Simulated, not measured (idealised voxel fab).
Proc. module: voxel ribs on slabs
Pictured: cross-section cut, 155 nm wide, on a grid of 5 nm square cells.
Cross-section layout: square cells on a grid; listed as bands, top to bottom; a band spans one or more cell rows. Band entry format. Leading values: height of top, height of bottom, nm. Remainder: materials in left-to-right order, each with its width in nm. Special words: "full width" on a single material, which then fills the band edge to edge; "empty", empty space. Measure heights from 0. That's the level where, below it, the as-received wafer is all one material. The lowest band is bottomless and extends downward; write it as in "0 down". Note: "30->40" means the width goes from the first number (top row of the band) to the second number (bottom row) in equal steps per row of cells. Basically "nothing different" means that step didn't change any cell in the cross-section. The entry "Enclosed internal voids" lists the empty spaces that cover at least 8 cells and have no open path to the top. Each is written as width x height at distance, where the distance is measured from the left edge and all three values are in nm. Heads up: the bit after the settings on a step's line is the simulator's remark on that step. When a step includes a mask, the "overlay nm" setting on its line states how far to the right of its planned place that mask lay, and negative values state how far to the left.

-- The planned process steps are enumerated hereunder
step 1: op RECEIVE | material Si
step 2: op DIRECTIONAL_DEP | material SiO2 | thk nm 20
step 3: op DIRECTIONAL_DEP | material polySi | thk nm 25
step 4: op PATTERN | tone cover | mask id RIB | material resist | width nm 25 | thk nm 15 | overlay nm 0
step 5: op DIRECTIONAL_ETCH | etch materials polySi | depth nm 5
step 6: op STRIP | etch materials resist
step 7: op MASKED_ETCH | tone cover | mask id SLAB | width nm 85 | etch materials polySi | depth nm 20 | overlay nm 0
step 8: op FILL_DEP | material SiO2 | thk nm 30
step 9: op CMP | height nm 65
step 10: op DIRECTIONAL_DEP | material TiN | thk nm 10
step 11: op DIRECTIONAL_DEP | material aC | thk nm 10
step 12: op PATTERN | tone cover | mask id HEATER | material resist | width nm 35 | thk nm 30 | overlay nm 0
step 13: op DIRECTIONAL_ETCH | etch materials aC | depth nm 10
step 14: op STRIP | etch materials resist
step 15: op DIRECTIONAL_ETCH | etch materials TiN | depth nm 10
step 16: op STRIP | etch materials aC
step 17: op CONFORMAL_DEP | material SiN | thk nm 10

-- Wafer at receipt (post step 1), cross-section
0 down | Si full width
Enclosed internal voids: none

-- Wafer cross-section at end of module: start and plan as shown above, one execution error
85 to 75 | empty=50 / SiN=55 / empty=50
75 to 65 | SiN=60 / TiN=35 / SiN=60
65 to 25 | SiO2 full width
25 to 0 | polySi full width
0 down | Si full width
Enclosed internal voids: none
The mistake made against the process plan was this: so 2 and 3 got swapped relative to the plan, each ran where the other was supposed to
